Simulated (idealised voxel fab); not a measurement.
process module | voxel double patterning
cross-section cut | 200 nm wide | cells 5 nm
A cross-section is a grid of square cells, given in bands from the top down. A band is one or more rows of cells.
Each band's line starts with the height of the band's top and of its bottom, in nm. Then come its materials from left to right, each with its width in nm. One material with "throughout" fills the band from edge to edge. "air" is empty space.
Height 0 is the level under which the wafer as received is all one material. The lowest band goes on downwards, as in "0 down".
A width such as "30 to 40" changes by the same amount from each row of cells to the next, from the band's top row to its bottom row.
"no change" after a step means that no cell of the cross-section changed.
closed voids: empty space of 8 cells or more with no open way to the top, each as width x height at its distance from the left edge, in nm
after a step's settings: what the simulator itself notes on the step
overlay nm, on a step with a mask: how far to the right of its planned place the mask lay; to the left if negative
plan
1 op RECEIVE | material Si
2 op CONFORMAL_DEP | material SiN | thk nm 5
3 op DIRECTIONAL_DEP | material SiO2 | thk nm 20
4 op DIRECTIONAL_DEP | material SiCN | thk nm 10
5 op DIRECTIONAL_DEP | material aC | thk nm 10
6 op PATTERN | tone open | mask id FIRST | material resist | width nm 15 | pitch nm 50 | thk nm 30 | overlay nm 0
7 op DIRECTIONAL_ETCH | etch materials aC | depth nm 10
8 op STRIP | etch materials resist
9 op DIRECTIONAL_ETCH | etch materials SiCN | depth nm 10
10 op STRIP | etch materials aC
11 op MASKED_ETCH | tone open | mask id SECOND | width nm 15 | etch materials SiCN | depth nm 10 | overlay nm 0
12 op DIRECTIONAL_ETCH | etch materials SiO2 | depth nm 20
13 op STRIP | etch materials SiCN
first wafer, as planned
as received, after step 1
  0 down: Si throughout
  closed voids: none
after step 2
  5 to 0: SiN throughout
  below 0: unchanged
after step 3
  25 to 5: SiO2 throughout
  below 5: unchanged
after step 4
  35 to 25: SiCN throughout
  below 25: unchanged
after step 5
  45 to 35: aC throughout
  below 35: unchanged
after step 6
  75 to 45: resist 65 | air 15 | resist 35 | air 15 | resist 70
  below 45: unchanged
after step 7
  65 to 45: resist 65 | air 15 | resist 35 | air 15 | resist 70
  45 to 35: aC 65 | air 15 | aC 35 | air 15 | aC 70
  below 35: unchanged
after step 8
  45 to 35: aC 65 | air 15 | aC 35 | air 15 | aC 70
  below 35: unchanged
after step 9
  45 to 35: aC 65 | air 15 | aC 35 | air 15 | aC 70
  35 to 25: SiCN 65 | air 15 | SiCN 35 | air 15 | SiCN 70
  below 25: unchanged
after step 10
  35 to 25: SiCN 65 | air 15 | SiCN 35 | air 15 | SiCN 70
  below 25: unchanged
after step 11
  35 to 25: SiCN 65 | air 15 | SiCN 10 | air 15 | SiCN 10 | air 15 | SiCN 70
  below 25: unchanged
after step 12
  35 to 25: SiCN 65 | air 15 | SiCN 10 | air 15 | SiCN 10 | air 15 | SiCN 70
  25 to 5: SiO2 65 | air 15 | SiO2 10 | air 15 | SiO2 10 | air 15 | SiO2 70
  below 5: unchanged
after step 13
  25 to 5: SiO2 65 | air 15 | SiO2 10 | air 15 | SiO2 10 | air 15 | SiO2 70
  below 5: unchanged
second wafer: like start, like plan, one mistake. Through step 10 it matches the first wafer
when step 11 should have ended
  35 to 25: SiCN 65 | air 15 | SiCN 10 | air 20 | SiCN 5 | air 15 | SiCN 70
  below 25: unchanged
when step 12 should have ended
  35 to 25: SiCN 65 | air 15 | SiCN 10 | air 20 | SiCN 5 | air 15 | SiCN 70
  25 to 5: SiO2 65 | air 15 | SiO2 10 | air 20 | SiO2 5 | air 15 | SiO2 70
  below 5: unchanged
when step 13 should have ended
  25 to 5: SiO2 65 | air 15 | SiO2 10 | air 20 | SiO2 5 | air 15 | SiO2 70
  below 5: unchanged
what went wrong: step 11 ran as: op MASKED_ETCH | tone open | mask id SECOND | width nm 20 | etch materials SiCN | depth nm 10 | overlay nm 0
at the end the second wafer has, in cells: 4 fewer of SiO2
